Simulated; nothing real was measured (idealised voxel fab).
Herein follows the process module entitled voxel capacitor over wiring.
It is cross-section cut that appears here, measuring 225 nm in width, its square cells being 5 nm in size.
Think of the cross-section as a grid of square cells. We describe it in bands, top to bottom, and each band covers one or more rows of those cells.
Each band's line starts with the height of the band's top and of its bottom, in nm. Then come its materials from left to right, each with its width in nm. One material with "throughout" fills the band from edge to edge. "blank" is empty space.
Where do heights start? At 0: under that level the wafer as delivered is made of one material only. And the lowest band has no floor; it just carries on downward, as in "from 0 down".
Top row gets the first number, bottom row gets the second, and each row in between changes by the same step: that is how a band width like "30..40" works.
"no change" for a step: no cell of the cross-section changed in that step.
"Fully sealed voids" specifies each empty space that is not open to the top and that occupies no fewer than 8 cells, using the form width x height at distance, the distance measured from the left edge and all three quantities in nm.
Anything after a step's settings on that line? It's the simulator's own note about the step.
overlay nm: how far to the right of its planned place the mask lay on this masked step (negative: to the left).

### Steps in the process plan
1,RECEIVE, material Si
2,CONFORMAL_DEP, material SiO2, thk nm 10
3,CONFORMAL_DEP, material SiN, thk nm 5
4,DIRECTIONAL_DEP, material SiO2, thk nm 20
5,DIRECTIONAL_DEP, material aC, thk nm 15
6,PATTERN, tone open, mask id METAL_1, material resist, width nm 25, pitch nm 85, thk nm 35, overlay nm 0
7,DIRECTIONAL_ETCH, etch materials aC, depth nm 15
8,STRIP, etch materials resist
9,DIRECTIONAL_ETCH, etch materials SiO2, depth nm 20
10,DIRECTIONAL_ETCH, etch materials SiN, depth nm 5
11,STRIP, etch materials aC
12,CONFORMAL_DEP, material TiN, thk nm 5
13,FILL_DEP, material Cu, thk nm 10
14,CMP, height nm 35
15,CONFORMAL_DEP, material SiCN, thk nm 5
16,DIRECTIONAL_DEP, material lowk, thk nm 20
17,MASKED_ETCH, tone open, mask id PLUG_1, width nm 15, etch materials lowk, depth nm 20, overlay nm 0
18,MASKED_ETCH, tone open, mask id PLUG_1, width nm 15, etch materials SiCN, depth nm 5, overlay nm 0
19,CONFORMAL_DEP, material TiN, thk nm 5
20,FILL_DEP, material W, thk nm 5
21,CMP, height nm 60
22,DIRECTIONAL_DEP, material TiN, thk nm 10
23,DIRECTIONAL_DEP, material SiN, thk nm 5
24,DIRECTIONAL_DEP, material TiN, thk nm 10
25,PATTERN, tone cover, mask id UPPER_PLATE, material resist, width nm 65, thk nm 20, overlay nm 0
26,DIRECTIONAL_ETCH, etch materials TiN, depth nm 10
27,DIRECTIONAL_ETCH, etch materials SiN, depth nm 5
28,STRIP, etch materials resist
29,MASKED_ETCH, tone cover, mask id LOWER_PLATE, width nm 75, etch materials TiN, depth nm 10, overlay nm 0
30,FILL_DEP, material SiO2, thk nm 15
31,CMP, height nm 95
32,DIRECTIONAL_DEP, material aC, thk nm 10
33,PATTERN, tone open, mask id PLUG_2, material resist, width nm 15, thk nm 25, overlay nm 0
34,DIRECTIONAL_ETCH, etch materials aC, depth nm 10
35,STRIP, etch materials resist
36,DIRECTIONAL_ETCH, etch materials SiO2, depth nm 10
37,STRIP, etch materials aC
38,CONFORMAL_DEP, material TiN, thk nm 5
39,FILL_DEP, material Cu, thk nm 10
40,CMP, height nm 95
41,CONFORMAL_DEP, material SiCN, thk nm 5

### Cross-sectional view of the wafer in its as-received condition, corresponding to the state after step 1
* from 0 down | Si throughout
* Fully sealed voids: none

### End-of-module cross-section. Starting structure and process plan as above; one mistake made in running it
* from 100 to 95 | SiCN throughout
* from 95 to 90 | SiO2: 75; TiN: 5; Cu: 5; TiN: 5; SiO2: 135
* from 90 to 85 | SiO2: 75; TiN: 15; SiO2: 135
* from 85 to 75 | SiO2: 65; TiN: 65; SiO2: 95
* from 75 to 70 | SiO2: 65; SiN: 65; SiO2: 95
* from 70 to 60 | SiO2: 65; TiN: 75; SiO2: 85
* from 60 to 40 | lowk: 65; TiN: 5; W: 5; TiN: 5; lowk: 145
* from 40 to 35 | SiCN: 65; TiN: 15; SiCN: 145
* from 35 to 15 | SiO2: 55; TiN: 5; Cu: 15; TiN: 5; SiO2: 60; TiN: 5; Cu: 15; TiN: 5; SiO2: 60
* from 15 to 10 | SiN: 55; TiN: 25; SiN: 60; TiN: 25; SiN: 60
* from 10 to 0 | SiO2 throughout
* from 0 down | Si throughout
* Fully sealed voids: none
What broke from the plan during processing? not per plan at step 29, really ran MASKED_ETCH, tone cover, mask id LOWER_PLATE, width nm 75, etch materials TiN, depth nm 10, overlay nm 5
